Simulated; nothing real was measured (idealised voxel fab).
process module | voxel capacitor over wiring
cross-section cut | 285 nm wide | cells 5 nm
A cross-section is a grid of square cells, given in bands from the top down. A band is one or more rows of cells.
Each band's line starts with the height of the band's top and of its bottom, in nm. Then come its materials from left to right, each with its width in nm. One material with "throughout" fills the band from edge to edge. "air" is empty space.
Height 0 is the level under which the wafer as received is all one material. The lowest band goes on downwards, as in "0 down".
A width such as "30 to 40" changes by the same amount from each row of cells to the next, from the band's top row to its bottom row.
"no change" after a step means that no cell of the cross-section changed.
closed voids: empty space of 8 cells or more with no open way to the top, each as width x height at its distance from the left edge, in nm
after a step's settings: what the simulator itself notes on the step
overlay nm, on a step with a mask: how far to the right of its planned place the mask lay; to the left if negative
plan
1 op RECEIVE | material Si
2 op CONFORMAL_DEP | material SiO2 | thk nm 15
3 op DIRECTIONAL_DEP | material TiN | thk nm 5
4 op DIRECTIONAL_DEP | material W | thk nm 25
5 op MASKED_ETCH | tone cover | mask id METAL_1 | width nm 20 | pitch nm 85 | etch materials W | depth nm 25 | overlay nm 0
6 op MASKED_ETCH | tone cover | mask id METAL_1 | width nm 20 | pitch nm 85 | etch materials TiN | depth nm 5 | overlay nm 0
7 op CONFORMAL_DEP | material SiCN | thk nm 5
8 op FILL_DEP | material SiO2 | thk nm 5
9 op CMP | height nm 45
10 op CONFORMAL_DEP | material SiCN | thk nm 5
11 op DIRECTIONAL_DEP | material SiO2 | thk nm 15
12 op PATTERN | tone open | mask id PLUG_1 | material resist | width nm 15 | thk nm 20 | overlay nm 0
13 op DIRECTIONAL_ETCH | etch materials SiO2 | depth nm 15
14 op DIRECTIONAL_ETCH | etch materials SiCN | depth nm 5
15 op STRIP | etch materials resist
16 op EPI | material Ru | thk nm 10
17 op EPI | material Ru | thk nm 10
18 op DIRECTIONAL_DEP | material TiN | thk nm 5
19 op DIRECTIONAL_DEP | material SiN | thk nm 5
20 op DIRECTIONAL_DEP | material TiN | thk nm 5
21 op MASKED_ETCH | tone cover | mask id UPPER_PLATE | width nm 70 | etch materials TiN | depth nm 5 | overlay nm 0
22 op MASKED_ETCH | tone cover | mask id UPPER_PLATE | width nm 70 | etch materials SiN | depth nm 5 | overlay nm 0
23 op MASKED_ETCH | tone cover | mask id LOWER_PLATE | width nm 80 | etch materials TiN | depth nm 5 | overlay nm 0
24 op FILL_DEP | material SiO2 | thk nm 20
25 op CMP | height nm 95
26 op PATTERN | tone open | mask id PLUG_2 | material resist | width nm 15 | thk nm 15 | overlay nm 0
27 op DIRECTIONAL_ETCH | etch materials SiO2 | depth nm 15
28 op STRIP | etch materials resist
29 op CONFORMAL_DEP | material TiN | thk nm 5
30 op FILL_DEP | material Cu | thk nm 5
31 op CMP | height nm 95
32 op CONFORMAL_DEP | material SiN | thk nm 5
varied across the wafers: width nm of step 26. The plan shows the first wafer's value. All wafers start alike
first wafer as received, after step 1
  0 down: Si throughout
  closed voids: none
first wafer at the end, after step 32
  100 to 95: SiN throughout
  95 to 85: SiO2 105 | TiN 5 | Cu 5 | TiN 5 | SiO2 165
  85 to 75: SiO2 105 to 95 | TiN 15 to 70 | SiO2 165 to 120
  75 to 70: SiO2 95 | SiN 70 | SiO2 120
  70 to 65: SiO2 90 | TiN 80 | SiO2 115
  65 to 50: SiO2 95 | Ru 15 | SiO2 175
  50 to 45: SiCN 95 | Ru 15 | SiCN 175
  45 to 20: SiO2 85 | SiCN 5 | W 20 | SiCN 5 | SiO2 55 | SiCN 5 | W 20 | SiCN 5 | SiO2 85
  20 to 15: SiCN 90 | TiN 20 | SiCN 65 | TiN 20 | SiCN 90
  15 to 0: SiO2 throughout
  0 down: Si throughout
  closed voids: none
last wafer at the end
  100 to 95: SiN throughout
  95 to 85: SiO2 100 | TiN 5 | Cu 20 | TiN 5 | SiO2 155
  85 to 75: SiO2 100 to 95 | TiN 30 to 70 | SiO2 155 to 120
  75 to 70: SiO2 95 | SiN 70 | SiO2 120
  70 to 65: SiO2 90 | TiN 80 | SiO2 115
  65 to 50: SiO2 95 | Ru 15 | SiO2 175
  50 to 45: SiCN 95 | Ru 15 | SiCN 175
  45 to 20: SiO2 85 | SiCN 5 | W 20 | SiCN 5 | SiO2 55 | SiCN 5 | W 20 | SiCN 5 | SiO2 85
  20 to 15: SiCN 90 | TiN 20 | SiCN 65 | TiN 20 | SiCN 90
  15 to 0: SiO2 throughout
  0 down: Si throughout
  closed voids: none
each wafer at the end: cells of each material gained (+) or lost (-) since it was received, then its closed voids
width nm 15 | +2 Cu | +12 Ru | +123 SiCN | +71 SiN | +847 SiO2 | +45 TiN | +40 W | closed voids: none
width nm 20 | +4 Cu | +12 Ru | +123 SiCN | +71 SiN | +844 SiO2 | +46 TiN | +40 W | closed voids: none
width nm 25 | +6 Cu | +12 Ru | +123 SiCN | +71 SiN | +841 SiO2 | +47 TiN | +40 W | closed voids: none
width nm 30 | +8 Cu | +12 Ru | +123 SiCN | +71 SiN | +838 SiO2 | +48 TiN | +40 W | closed voids: none
